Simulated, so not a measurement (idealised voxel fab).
Herein follows the process module entitled voxel lift off.
285 nm wide, 5 nm square cells: that's cross-section cut.
Notation: cross-section as square-cell grid; stated in bands, top first, going down; one or more cell rows per band. Within each band entry, the heights of the top and of the bottom of the band appear first, in that order and in nm; the materials of the band then follow from left to right, each with its corresponding width in nm. The designation "all across" on a single material indicates that it fills the band from edge to edge; the designation "air" indicates empty space. It should be noted that heights are counted from 0, beneath which the wafer as supplied is of one material throughout, and that the lowest band possesses no lower boundary but continues downward, as written in "0..down". Note: "30->40" means the width goes from the first number (top row of the band) to the second number (bottom row) in equal steps per row of cells. What does "no modification" mean for a step? It means no cell of the cross-section changed in that step. Empty spaces counting at least 8 cells and having no open way to the top are listed in "Enclosed void catalog". The notation width x height at distance is used for each, the distance being from the left edge and all three values in nm. Post-settings text on a step line: simulator's own remark regarding the step. A step line may carry the setting "overlay nm", which, for steps involving a mask, states the distance by which the mask lay to the right of its intended position; negative values denote displacement to the left.
Planned process steps
| 1 | RECEIVE with material Si |
| 2 | CONFORMAL_DEP with material Al2O3, thk nm 10 |
| 3 | PATTERN with tone open, mask id LINES, material resist, width nm 25, pitch nm 50, thk nm 25, overlay nm 0 |
| 4 | DIRECTIONAL_DEP with material Ru, thk nm 10 |
| 5 | STRIP with etch materials resist |
| 6 | CONFORMAL_DEP with material SiO2, thk nm 5 |
Step 1 complete: cross-section of the wafer as received
0..down = Si all across
Enclosed void catalog: none
Here's the wafer cut in cross-section after the module, started and planned just like above, except one thing was done wrong in the run
25..20 = air=100; SiO2=40; air=10; SiO2=40; air=95
20..15 = air=100; SiO2=5; Ru=30; SiO2=5; air=10; SiO2=5; Ru=30; SiO2=5; air=95
15..10 = SiO2=105; Ru=30; SiO2=20; Ru=30; SiO2=100
10..0 = Al2O3 all across
0..down = Si all across
Enclosed void catalog: none
Finding, execution versus plan: step 3 ran as: PATTERN with tone open, mask id LINES, material resist, width nm 30, pitch nm 50, thk nm 25, overlay nm 0
